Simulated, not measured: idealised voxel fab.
process module | voxel air gaps
cross-section cut | 205 nm wide | cells 5 nm
A cross-section is a grid of square cells, given in bands from the top down. A band is one or more rows of cells.
Each band's line starts with the height of the band's top and of its bottom, in nm. Then come its materials from left to right, each with its width in nm. One material with "throughout" fills the band from edge to edge. "air" is empty space.
Height 0 is the level under which the wafer as received is all one material. The lowest band goes on downwards, as in "0 down".
A width such as "30 to 40" changes by the same amount from each row of cells to the next, from the band's top row to its bottom row.
"no change" after a step means that no cell of the cross-section changed.
closed voids: empty space of 8 cells or more with no open way to the top, each as width x height at its distance from the left edge, in nm
after a step's settings: what the simulator itself notes on the step
overlay nm, on a step with a mask: how far to the right of its planned place the mask lay; to the left if negative
plan
1 op RECEIVE | material Si
2 op CONFORMAL_DEP | material SiO2 | thk nm 10
3 op CONFORMAL_DEP | material SiN | thk nm 5
4 op DIRECTIONAL_DEP | material SiO2 | thk nm 35
5 op PATTERN | tone open | mask id LINES | material resist | width nm 25 | pitch nm 55 | thk nm 20 | overlay nm 0
6 op DIRECTIONAL_ETCH | etch materials SiO2 | depth nm 35
7 op STRIP | etch materials resist
8 op CONFORMAL_DEP | material TiN | thk nm 5
9 op FILL_DEP | material Ru | thk nm 5
10 op CMP | height nm 50
11 op EPI | material Ru | thk nm 10
12 op SELECTIVE_ETCH | etch materials SiO2 | depth nm 45
13 op CONFORMAL_DEP | material SiCN | thk nm 5
first wafer, as planned
as received, after step 1
  0 down: Si throughout
  closed voids: none
after step 2
  10 to 0: SiO2 throughout
  below 0: unchanged
after step 3
  15 to 10: SiN throughout
  below 10: unchanged
after step 4
  50 to 15: SiO2 throughout
  below 15: unchanged
after step 5
  70 to 50: resist 35 | air 25 | resist 30 | air 25 | resist 30 | air 25 | resist 35
  below 50: unchanged
after step 6
  70 to 50: resist 35 | air 25 | resist 30 | air 25 | resist 30 | air 25 | resist 35
  50 to 15: SiO2 35 | air 25 | SiO2 30 | air 25 | SiO2 30 | air 25 | SiO2 35
  below 15: unchanged
after step 7
  50 to 15: SiO2 35 | air 25 | SiO2 30 | air 25 | SiO2 30 | air 25 | SiO2 35
  below 15: unchanged
after step 8
  55 to 50: TiN 40 | air 15 | TiN 40 | air 15 | TiN 40 | air 15 | TiN 40
  50 to 20: SiO2 35 | TiN 5 | air 15 | TiN 5 | SiO2 30 | TiN 5 | air 15 | TiN 5 | SiO2 30 | TiN 5 | air 15 | TiN 5 | SiO2 35
  20 to 15: SiO2 35 | TiN 25 | SiO2 30 | TiN 25 | SiO2 30 | TiN 25 | SiO2 35
  below 15: unchanged
after step 9
  60 to 55: Ru throughout
  55 to 50: TiN 40 | Ru 15 | TiN 40 | Ru 15 | TiN 40 | Ru 15 | TiN 40
  50 to 20: SiO2 35 | TiN 5 | Ru 15 | TiN 5 | SiO2 30 | TiN 5 | Ru 15 | TiN 5 | SiO2 30 | TiN 5 | Ru 15 | TiN 5 | SiO2 35
  below 20: unchanged
after step 10
  50 to 20: SiO2 35 | TiN 5 | Ru 15 | TiN 5 | SiO2 30 | TiN 5 | Ru 15 | TiN 5 | SiO2 30 | TiN 5 | Ru 15 | TiN 5 | SiO2 35
  below 20: unchanged
after step 11
  60 to 50: air 25 | Ru 45 | air 10 | Ru 45 | air 10 | Ru 45 | air 25
  below 50: unchanged
after step 12
  60 to 50: air 25 | Ru 45 | air 10 | Ru 45 | air 10 | Ru 45 | air 25
  50 to 20: air 35 | TiN 5 | Ru 15 | TiN 5 | air 30 | TiN 5 | Ru 15 | TiN 5 | air 30 | TiN 5 | Ru 15 | TiN 5 | air 35
  20 to 15: air 35 | TiN 25 | air 30 | TiN 25 | air 30 | TiN 25 | air 35
  below 15: unchanged
after step 13
  65 to 60: air 20 | SiCN 165 | air 20
  60 to 50: air 20 | SiCN 5 | Ru 45 | SiCN 10 | Ru 45 | SiCN 10 | Ru 45 | SiCN 5 | air 20
  50 to 45: air 20 | SiCN 15 | TiN 5 | Ru 15 | TiN 5 | SiCN 30 | TiN 5 | Ru 15 | TiN 5 | SiCN 30 | TiN 5 | Ru 15 | TiN 5 | SiCN 15 | air 20
  45 to 20: air 30 | SiCN 5 | TiN 5 | Ru 15 | TiN 5 | SiCN 5 | air 20 | SiCN 5 | TiN 5 | Ru 15 | TiN 5 | SiCN 5 | air 20 | SiCN 5 | TiN 5 | Ru 15 | TiN 5 | SiCN 5 | air 30
  20 to 15: SiCN 35 | TiN 25 | SiCN 30 | TiN 25 | SiCN 30 | TiN 25 | SiCN 35
  below 15: unchanged
  closed voids: 20 x 25 at 65; 20 x 25 at 120
second wafer: like start, like plan, one mistake. Through step 4 it matches the first wafer
when step 5 should have ended
  70 to 50: resist 35 | air 30 | resist 25 | air 30 | resist 25 | air 30 | resist 30
  below 50: unchanged
when step 6 should have ended
  70 to 50: resist 35 | air 30 | resist 25 | air 30 | resist 25 | air 30 | resist 30
  50 to 15: SiO2 35 | air 30 | SiO2 25 | air 30 | SiO2 25 | air 30 | SiO2 30
  below 15: unchanged
when step 7 should have ended
  50 to 15: SiO2 35 | air 30 | SiO2 25 | air 30 | SiO2 25 | air 30 | SiO2 30
  below 15: unchanged
when step 8 should have ended
  55 to 50: TiN 40 | air 20 | TiN 35 | air 20 | TiN 35 | air 20 | TiN 35
  50 to 20: SiO2 35 | TiN 5 | air 20 | TiN 5 | SiO2 25 | TiN 5 | air 20 | TiN 5 | SiO2 25 | TiN 5 | air 20 | TiN 5 | SiO2 30
  20 to 15: SiO2 35 | TiN 30 | SiO2 25 | TiN 30 | SiO2 25 | TiN 30 | SiO2 30
  below 15: unchanged
when step 9 should have ended
  60 to 55: Ru throughout
  55 to 50: TiN 40 | Ru 20 | TiN 35 | Ru 20 | TiN 35 | Ru 20 | TiN 35
  50 to 20: SiO2 35 | TiN 5 | Ru 20 | TiN 5 | SiO2 25 | TiN 5 | Ru 20 | TiN 5 | SiO2 25 | TiN 5 | Ru 20 | TiN 5 | SiO2 30
  below 20: unchanged
when step 10 should have ended
  50 to 20: SiO2 35 | TiN 5 | Ru 20 | TiN 5 | SiO2 25 | TiN 5 | Ru 20 | TiN 5 | SiO2 25 | TiN 5 | Ru 20 | TiN 5 | SiO2 30
  below 20: unchanged
when step 11 should have ended
  60 to 50: air 25 | Ru 50 | air 5 | Ru 50 | air 5 | Ru 50 | air 20
  below 50: unchanged
when step 12 should have ended
  60 to 50: air 25 | Ru 50 | air 5 | Ru 50 | air 5 | Ru 50 | air 20
  50 to 20: air 35 | TiN 5 | Ru 20 | TiN 5 | air 25 | TiN 5 | Ru 20 | TiN 5 | air 25 | TiN 5 | Ru 20 | TiN 5 | air 30
  20 to 15: air 35 | TiN 30 | air 25 | TiN 30 | air 25 | TiN 30 | air 30
  below 15: unchanged
when step 13 should have ended
  65 to 60: air 20 | SiCN 170 | air 15
  60 to 50: air 20 | SiCN 5 | Ru 50 | SiCN 5 | Ru 50 | SiCN 5 | Ru 50 | SiCN 5 | air 15
  50 to 45: air 20 | SiCN 15 | TiN 5 | Ru 20 | TiN 5 | SiCN 25 | TiN 5 | Ru 20 | TiN 5 | SiCN 25 | TiN 5 | Ru 20 | TiN 5 | SiCN 15 | air 15
  45 to 20: air 30 | SiCN 5 | TiN 5 | Ru 20 | TiN 5 | SiCN 5 | air 15 | SiCN 5 | TiN 5 | Ru 20 | TiN 5 | SiCN 5 | air 15 | SiCN 5 | TiN 5 | Ru 20 | TiN 5 | SiCN 5 | air 25
  20 to 15: SiCN 35 | TiN 30 | SiCN 25 | TiN 30 | SiCN 25 | TiN 30 | SiCN 30
  below 15: unchanged
  closed voids: 15 x 25 at 70; 15 x 25 at 125
what went wrong: step 5 ran as: op PATTERN | tone open | mask id LINES | material resist | width nm 30 | pitch nm 55 | thk nm 20 | overlay nm 0
at the end the second wafer has, in cells: 24 more of Ru | 8 fewer of SiCN | 3 more of TiN
